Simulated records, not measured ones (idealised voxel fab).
The document below concerns the process module designated voxel transistor to metal.
It is cross-section cut that appears here, measuring 180 nm in width, its square cells being 5 nm in size.
Each cross-section below is a grid of square cells, stated as bands in top-down order, with one or more rows of cells making up each band. It is stipulated that each band's entry specify, in nanometres, the height of the top of the band and then that of its bottom, followed by the materials of the band in left-to-right sequence, each together with its width in nanometres. A single material marked by the word "edge to edge" is understood to fill the band from edge to edge; the word "empty" is understood to denote empty space. Where do heights start? At 0: under that level the wafer as delivered is made of one material only. And the lowest band has no floor; it just carries on downward, as in "from 0 down". A width such as "30..40" changes by the same amount from each row of cells to the next, from the band's top row to its bottom row. What does "no modifications" mean for a step? It means no cell of the cross-section changed in that step. If an empty space has no open way to the top and is at least 8 cells in size, "Closed void catalog" lists it, written width x height at distance, where distance is measured from the left edge and every value is in nm. The remark found on a step's line after its settings is issued by the simulator itself and pertains to that step. Each step line may optionally specify "overlay nm", which for a step with a mask gives the rightward distance between the mask's planned place and where it lay, a negative value indicating the leftward direction.
Process steps (planned):
1,RECEIVE with material Si
2,CONFORMAL_DEP with material SiO2, thk nm 5
3,CONFORMAL_DEP with material SiN, thk nm 10
4,MASKED_ETCH with tone cover, mask id ACTIVE, width nm 95, etch materials SiN, depth nm 10, overlay nm 0
5,MASKED_ETCH with tone cover, mask id ACTIVE, width nm 95, etch materials SiO2, depth nm 5, overlay nm 0
6,MASKED_ETCH with tone cover, mask id ACTIVE, width nm 95, etch materials Si, depth nm 35, overlay nm 0
7,OXIDIZE with depth nm 5
8,FILL_DEP with material SiO2, thk nm 10
9,CMP with height nm 15
10,SELECTIVE_ETCH with etch materials SiO2, depth nm 10
11,STRIP with etch materials SiN
12,SELECTIVE_ETCH with etch materials SiO2, depth nm 5
13,OXIDIZE with depth nm 5
14,DIRECTIONAL_DEP with material polySi, thk nm 30
15,DIRECTIONAL_DEP with material SiCN, thk nm 15
16,PATTERN with tone cover, mask id GATE, material resist, width nm 25, thk nm 15, overlay nm 0
17,DIRECTIONAL_ETCH with etch materials SiCN, depth nm 25
18,DIRECTIONAL_ETCH with etch materials polySi, depth nm 40
19,STRIP with etch materials resist
20,CONFORMAL_DEP with material SiN, thk nm 5
21,DIRECTIONAL_ETCH with etch materials SiN, depth nm 5
22,DIRECTIONAL_ETCH with etch materials SiO2, depth nm 5
23,EPI with material SiGe, thk nm 5
24,FILL_DEP with material SiO2, thk nm 5
25,CMP with height nm 30
26,STRIP with etch materials polySi
27,SELECTIVE_ETCH with etch materials SiO2, depth nm 5
28,CONFORMAL_DEP with material HfO2, thk nm 5
29,CONFORMAL_DEP with material TiN, thk nm 5
30,FILL_DEP with material W, thk nm 10
31,CMP with height nm 25
32,DIRECTIONAL_DEP with material SiO2, thk nm 15
33,PATTERN with tone open, mask id CONTACT, material resist, width nm 15, pitch nm 70, thk nm 15, overlay nm 0
34,DIRECTIONAL_ETCH with etch materials SiO2, depth nm 40
35,STRIP with etch materials resist
36,CONFORMAL_DEP with material TiN, thk nm 5
37,FILL_DEP with material Ru, thk nm 10
38,CMP with height nm 40
39,CONFORMAL_DEP with material SiN, thk nm 5
40,DIRECTIONAL_DEP with material SiO2, thk nm 25
41,PATTERN with tone open, mask id METAL_1, material resist, width nm 15, pitch nm 70, thk nm 15, overlay nm 0
42,DIRECTIONAL_ETCH with etch materials SiO2, depth nm 25
43,DIRECTIONAL_ETCH with etch materials SiN, depth nm 5
44,STRIP with etch materials resist
45,CONFORMAL_DEP with material TiN, thk nm 5
46,FILL_DEP with material Cu, thk nm 10
47,CMP with height nm 70
48,CONFORMAL_DEP with material SiCN, thk nm 5
49,DIRECTIONAL_DEP with material SiO2, thk nm 30
50,DIRECTIONAL_DEP with material aC, thk nm 10
51,PATTERN with tone open, mask id METAL_2, material resist, width nm 15, pitch nm 70, thk nm 25, overlay nm 0
52,DIRECTIONAL_ETCH with etch materials aC, depth nm 10
53,STRIP with etch materials resist
54,DIRECTIONAL_ETCH with etch materials SiO2, depth nm 15
55,STRIP with etch materials aC
56,DIRECTIONAL_DEP with material aC, thk nm 15
57,PATTERN with tone open, mask id METAL_2_HOLES, material resist, width nm 15, pitch nm 70, thk nm 30, overlay nm 0
58,DIRECTIONAL_ETCH with etch materials aC, depth nm 15
59,STRIP with etch materials resist
60,DIRECTIONAL_ETCH with etch materials SiO2, depth nm 15
61,DIRECTIONAL_ETCH with etch materials SiCN, depth nm 5
62,STRIP with etch materials aC
63,CONFORMAL_DEP with material TiN, thk nm 5
64,FILL_DEP with material Cu, thk nm 10
65,CMP with height nm 105
66,CONFORMAL_DEP with material SiCN, thk nm 5
Cross-section of the wafer at receipt, which is the condition after step 1:
> from 0 down: Si edge to edge
> Closed void catalog: none
End-of-module XS, first of two wafers, run as planned:
> from 110 to 105: SiCN edge to edge
> from 105 to 75: 45 of SiO2, 5 of TiN, 5 of Cu, 5 of TiN, 55 of SiO2, 5 of TiN, 5 of Cu, 5 of TiN, 50 of SiO2
> from 75 to 70: 45 of SiCN, 15 of TiN, 55 of SiCN, 15 of TiN, 50 of SiCN
> from 70 to 45: 45 of SiO2, 5 of TiN, 5 of Cu, 5 of TiN, 55 of SiO2, 5 of TiN, 5 of Cu, 5 of TiN, 50 of SiO2
> from 45 to 40: 45 of SiN, 15 of TiN, 55 of SiN, 15 of TiN, 50 of SiN
> from 40 to 25: 45 of SiO2, 5 of TiN, 5 of Ru, 5 of TiN, 55 of SiO2, 5 of TiN, 5 of Ru, 5 of TiN, 50 of SiO2
> from 25 to 5: 45 of SiO2, 5 of TiN, 5 of Ru, 5 of TiN, 10 of SiO2, 5 of SiN, 5 of HfO2, 5 of TiN, 5 of W, 5 of TiN, 5 of HfO2, 5 of SiN, 10 of SiO2, 5 of TiN, 5 of Ru, 5 of TiN, 50 of SiO2
> from 5 to 0: 45 of SiO2, 15 of TiN, 10 of SiO2, 5 of SiN, 5 of HfO2, 15 of TiN, 5 of HfO2, 5 of SiN, 10 of SiO2, 15 of TiN, 50 of SiO2
> from 0 to -5: 40 of SiO2, 30 of SiGe, 35 of HfO2, 30 of SiGe, 45 of SiO2
> from -5 to -40: 45 of SiO2, 85 of Si, 50 of SiO2
> from -40 down: Si edge to edge
> Closed void catalog: none
Here's the second of our two wafers sectioned at module end. Same start as the first, same plan, but one mistake got made running it:
> from 110 to 105: SiCN edge to edge
> from 105 to 75: 45 of SiO2, 5 of TiN, 5 of Cu, 5 of TiN, 55 of SiO2, 5 of TiN, 5 of Cu, 5 of TiN, 50 of SiO2
> from 75 to 70: 45 of SiCN, 15 of TiN, 55 of SiCN, 15 of TiN, 50 of SiCN
> from 70 to 45: 45 of SiO2, 5 of TiN, 5 of Cu, 5 of TiN, 55 of SiO2, 5 of TiN, 5 of Cu, 5 of TiN, 50 of SiO2
> from 45 to 40: 45 of SiN, 15 of TiN, 55 of SiN, 15 of TiN, 50 of SiN
> from 40 to 25: 45 of SiO2, 5 of TiN, 5 of Ru, 5 of TiN, 55 of SiO2, 5 of TiN, 5 of Ru, 5 of TiN, 50 of SiO2
> from 25 to 20: 45 of SiO2, 5 of TiN, 5 of Ru, 5 of TiN, 10 of SiO2, 5 of SiN, 5 of HfO2, 5 of TiN, 5 of W, 5 of TiN, 5 of HfO2, 5 of SiN, 10 of SiO2, 5 of TiN, 5 of Ru, 5 of TiN, 50 of SiO2
> from 20 to 15: 45 of SiO2, 15 of TiN, 10 of SiO2, 5 of SiN, 5 of HfO2, 5 of TiN, 5 of W, 5 of TiN, 5 of HfO2, 5 of SiN, 10 of SiO2, 15 of TiN, 50 of SiO2
> from 15 to 5: 70 of SiO2, 5 of SiN, 5 of HfO2, 5 of TiN, 5 of W, 5 of TiN, 5 of HfO2, 5 of SiN, 75 of SiO2
> from 5 to 0: 70 of SiO2, 5 of SiN, 5 of HfO2, 15 of TiN, 5 of HfO2, 5 of SiN, 75 of SiO2
> from 0 to -5: 40 of SiO2, 30 of SiGe, 35 of HfO2, 30 of SiGe, 45 of SiO2
> from -5 to -40: 45 of SiO2, 85 of Si, 50 of SiO2
> from -40 down: Si edge to edge
> Closed void catalog: none
Which mistake was made when the wafer was run? the plan had its step 32 run twice
Cell-count delta at end, second wafer over first, by material: 6 fewer of Ru; 18 more of SiO2; 12 fewer of TiN
